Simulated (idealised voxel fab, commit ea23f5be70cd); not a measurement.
Process module name: voxel trench capacitor
Square cells of 5 nm make up the cross-section cut, whose width is 145 nm.
A cross-section is written here as square cells arranged in a grid, and it is given in bands from the top down, each band taking up one or more rows of cells.
Within each band entry, the heights of the top and of the bottom of the band appear first, in that order and in nm; the materials of the band then follow from left to right, each with its corresponding width in nm. The designation "throughout" on a single material indicates that it fills the band from edge to edge; the designation "blank" indicates empty space.
Heights are reckoned from 0. Under this level, the received wafer is all of one material. The bottommost band is open-ended downward, for example "0 -> down".
A two-number width, for instance "30->40", indicates that the width is equal to the first number in the top row of the band and to the second number in the bottom row, and that it changes by a constant amount per row of cells.
No cell of the cross-section changed in a step that is given as "remained unchanged".
The list in "Internal closed voids" covers empty spaces of 8 cells or more that cannot reach the top through any open way, and it gives each as width x height at distance; the distance is from the left edge, and width, height and distance are in nm.
On a step's line, text after the settings is the simulator commenting on that step.
overlay nm: on a step with a mask, how far right of its planned place the mask lay; negative means left.

List of planned process steps
step 1: RECEIVE | material Si
step 2: CONFORMAL_DEP | material SiN | thk nm 10
step 3: MASKED_ETCH | tone open | mask id TRENCH | width nm 30 | pitch nm 45 | etch materials SiN | depth nm 10 | overlay nm 0
step 4: MASKED_ETCH | tone open | mask id TRENCH | width nm 30 | pitch nm 45 | etch materials Si | depth nm 25 | overlay nm 0
step 5: CONFORMAL_DEP | material Al2O3 | thk nm 5
step 6: CONFORMAL_DEP | material TiN | thk nm 5
step 7: FILL_DEP | material W | thk nm 10
step 8: CMP | height nm 10
Keep in mind the plan's value for the thk nm of step 5 comes from the first wafer; the wafers don't share that setting, but they do share the same starting point.

Cross-section of the first of several wafers on receipt, reflecting completion of step 1
> 0 -> down = Si throughout
> Internal closed voids: none

Below is a per-wafer table. In it, each row describes the wafer at the end of the module by giving, for each material, the number of cells gained (+) or lost (-) since the wafer was received, and after that the closed voids of the wafer
thk nm 5, +36 Al2O3, -60 Si, +34 SiN, +28 TiN, +20 W, Internal closed voids: none
thk nm 10, +64 Al2O3, -60 Si, +34 SiN, +20 TiN, Internal closed voids: none
thk nm 15, +84 Al2O3, -60 Si, +34 SiN, Internal closed voids: none
thk nm 20, +84 Al2O3, -60 Si, +34 SiN, Internal closed voids: none
